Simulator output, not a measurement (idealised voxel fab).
The name of this process module is voxel spacer lines.
Cross-sectional view cut (width: 220 nm; square cell size: 5 nm).
This document writes a cross-section as a grid whose cells are square, and gives it as bands, listed from the top down; one or more rows of cells form a band. What a band's entry tells you: where the top is and where the bottom is, as heights in nm, and after that what lies inside, material by material from left to right, each with its width in nm. Empty space is written as the word "empty", and a single material marked with the word "throughout" occupies the band from edge to edge. Height datum 0, below which the as-received substrate wafer is one material. Lowest band open at the bottom, running downward: "top 0, no bottom". Quick explanation for "30..40": the width changes in equal steps down the rows of cells, from the first number in the band's top row to the second number in its bottom row. "stayed the same" for a step: no cell of the cross-section changed in that step. "Sealed void list" lists enclosed empty spaces (at least 8 cells, no open path upward to the top), each as width x height at distance from the left edge, in nm. Note: text after step settings on the step line = simulator remark on that step. The "overlay nm" setting may appear on a step's line; for a step that uses a mask, it gives how far to the right of its planned position the mask lay, and a negative value indicates the left.
[List of planned process steps]
1: RECEIVE: material Si
2: CONFORMAL_DEP: material Al2O3, thk nm 10
3: DIRECTIONAL_DEP: material TiN, thk nm 10
4: DIRECTIONAL_DEP: material aC, thk nm 20
5: PATTERN: tone cover, mask id MANDREL, material resist, width nm 20, pitch nm 60, thk nm 30, overlay nm 0
6: DIRECTIONAL_ETCH: etch materials aC, depth nm 20
7: STRIP: etch materials resist
8: CONFORMAL_DEP: material SiN, thk nm 10
9: DIRECTIONAL_ETCH: etch materials SiN, depth nm 10
10: STRIP: etch materials aC
11: DIRECTIONAL_ETCH: etch materials TiN, depth nm 10
12: STRIP: etch materials SiN
[As received (post step 1): cross-section]
    top 0, no bottom: Si throughout
    Sealed void list: none
[First wafer of two, sectioned at end of module; run went per plan]
    top 20, bottom 10: 30 nm empty | 10 nm TiN | 20 nm empty | 10 nm TiN | 20 nm empty | 10 nm TiN | 20 nm empty | 10 nm TiN | 20 nm empty | 10 nm TiN | 20 nm empty | 10 nm TiN | 30 nm empty
    top 10, bottom 0: Al2O3 throughout
    top 0, no bottom: Si throughout
    Sealed void list: none
[Same start, same plan as the first wafer - but one mistake in the run. Cross-section of the second of the two at the end of the module]
    top 20, bottom 10: 25 nm empty | 10 nm TiN | 30 nm empty | 10 nm TiN | 10 nm empty | 10 nm TiN | 30 nm empty | 10 nm TiN | 10 nm empty | 10 nm TiN | 30 nm empty | 10 nm TiN | 25 nm empty
    top 10, bottom 0: Al2O3 throughout
    top 0, no bottom: Si throughout
    Sealed void list: none
So what did we get wrong on this run? step 5 was not run as planned; what actually ran was PATTERN: tone cover, mask id MANDREL, material resist, width nm 30, pitch nm 60, thk nm 30, overlay nm 0
At the close, every material occupies the same number of cells on the second wafer as on the first, only in different positions.
